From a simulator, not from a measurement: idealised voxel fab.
The following is a process module called voxel air gaps.
195 nm wide, 5 nm square cells: that's cross-section cut.
Format of a cross-section: grid, square cells. Given as bands. Order: top down. Band: one or more rows of cells. It is stipulated that each band's entry specify, in nanometres, the height of the top of the band and then that of its bottom, followed by the materials of the band in left-to-right sequence, each together with its width in nanometres. A single material marked by the word "edge to edge" is understood to fill the band from edge to edge; the word "blank" is understood to denote empty space. Heights are expressed relative to 0, this being the level below which the as-received wafer comprises one material exclusively. The lowest band is unbounded in the downward direction and is denoted as in "0 nm and below". When a width is written as two numbers, as in "30..40", the first number is the width in the top row of cells of the band and the second is the width in its bottom row, and the width changes by the same amount from each row to the next. "no alteration" (step): cross-section cells unchanged, all of them. "Catalogued sealed voids" - sealed voids, min. 8 cells, no opening to top; format: width x height at distance (distance from left edge; nm throughout). Step line, after settings: the simulator's comment on this step. If you see "overlay nm" on a step's line and that step has a mask, it's telling you how far right of where it was planned the mask ended up; a negative number means it went left instead.
[The following list gives the planned process steps]
1. RECEIVE [material Si]
2. CONFORMAL_DEP [material SiO2] [thk nm 15]
3. CONFORMAL_DEP [material SiN] [thk nm 5]
4. DIRECTIONAL_DEP [material SiO2] [thk nm 40]
5. DIRECTIONAL_DEP [material aC] [thk nm 15]
6. PATTERN [tone open] [mask id LINES] [material resist] [width nm 15] [pitch nm 45] [thk nm 35] [overlay nm -15]
7. DIRECTIONAL_ETCH [etch materials aC] [depth nm 15]
8. STRIP [etch materials resist]
9. DIRECTIONAL_ETCH [etch materials SiO2] [depth nm 40]
10. STRIP [etch materials aC]
11. CONFORMAL_DEP [material TiN] [thk nm 5]
12. FILL_DEP [material W] [thk nm 5]
13. CMP [height nm 60]
14. EPI [material Ru] [thk nm 10]
15. SELECTIVE_ETCH [etch materials SiO2] [depth nm 50]
16. CONFORMAL_DEP [material SiN] [thk nm 5]
All wafers enter the flow in the same state. The overlay nm at step 6 differs from wafer to wafer, and the plan gives the value for the first wafer.
[Cross-section: the first of several wafers in its as-received state, i.e. following step 1]
* 0 nm and below = Si edge to edge
* Catalogued sealed voids: none
[Module finished, last step 16 done: cross-section of the first of several wafers]
* 75 nm to 70 nm = blank (15), SiN (135), blank (45)
* 70 nm to 60 nm = blank (15), SiN (5), Ru (35), SiN (10), Ru (35), SiN (10), Ru (35), SiN (5), blank (45)
* 60 nm to 55 nm = blank (15), SiN (15), TiN (5), W (5), TiN (5), SiN (30), TiN (5), W (5), TiN (5), SiN (30), TiN (5), W (5), TiN (5), SiN (15), blank (45)
* 55 nm to 25 nm = blank (25), SiN (5), TiN (5), W (5), TiN (5), SiN (5), blank (20), SiN (5), TiN (5), W (5), TiN (5), SiN (5), blank (20), SiN (5), TiN (5), W (5), TiN (5), SiN (5), blank (55)
* 25 nm to 20 nm = SiN (30), TiN (15), SiN (30), TiN (15), SiN (30), TiN (15), SiN (60)
* 20 nm to 15 nm = SiN edge to edge
* 15 nm to 0 nm = SiO2 edge to edge
* 0 nm and below = Si edge to edge
* Catalogued sealed voids: 20 x 30 at 50; 20 x 30 at 95
[Last-wafer cross-section at the end of the module]
* 75 nm to 70 nm = blank (45), SiN (135), blank (15)
* 70 nm to 60 nm = blank (45), SiN (5), Ru (35), SiN (10), Ru (35), SiN (10), Ru (35), SiN (5), blank (15)
* 60 nm to 55 nm = blank (45), SiN (15), TiN (5), W (5), TiN (5), SiN (30), TiN (5), W (5), TiN (5), SiN (30), TiN (5), W (5), TiN (5), SiN (15), blank (15)
* 55 nm to 25 nm = blank (55), SiN (5), TiN (5), W (5), TiN (5), SiN (5), blank (20), SiN (5), TiN (5), W (5), TiN (5), SiN (5), blank (20), SiN (5), TiN (5), W (5), TiN (5), SiN (5), blank (25)
* 25 nm to 20 nm = SiN (60), TiN (15), SiN (30), TiN (15), SiN (30), TiN (15), SiN (30)
* 20 nm to 15 nm = SiN edge to edge
* 15 nm to 0 nm = SiO2 edge to edge
* 0 nm and below = Si edge to edge
* Catalogued sealed voids: 20 x 30 at 80; 20 x 30 at 125
[The following table contains a row per wafer, in which are reported, at the conclusion of the module, the cells of each material gained (+) or lost (-) since the wafer's receipt, with its closed voids given thereafter]
overlay nm -15 | +42 Ru | +162 SiN | +117 SiO2 | +51 TiN | +21 W | Catalogued sealed voids: 20 x 30 at 50; 20 x 30 at 95
overlay nm -10 | +42 Ru | +162 SiN | +117 SiO2 | +51 TiN | +21 W | Catalogued sealed voids: 20 x 30 at 55; 20 x 30 at 100
overlay nm -5 | +42 Ru | +162 SiN | +117 SiO2 | +51 TiN | +21 W | Catalogued sealed voids: 20 x 30 at 60; 20 x 30 at 105
overlay nm 0 | +42 Ru | +162 SiN | +117 SiO2 | +51 TiN | +21 W | Catalogued sealed voids: 20 x 30 at 65; 20 x 30 at 110
overlay nm 5 | +42 Ru | +162 SiN | +117 SiO2 | +51 TiN | +21 W | Catalogued sealed voids: 20 x 30 at 70; 20 x 30 at 115
overlay nm 10 | +42 Ru | +162 SiN | +117 SiO2 | +51 TiN | +21 W | Catalogued sealed voids: 20 x 30 at 75; 20 x 30 at 120
overlay nm 15 | +42 Ru | +162 SiN | +117 SiO2 | +51 TiN | +21 W | Catalogued sealed voids: 20 x 30 at 80; 20 x 30 at 125
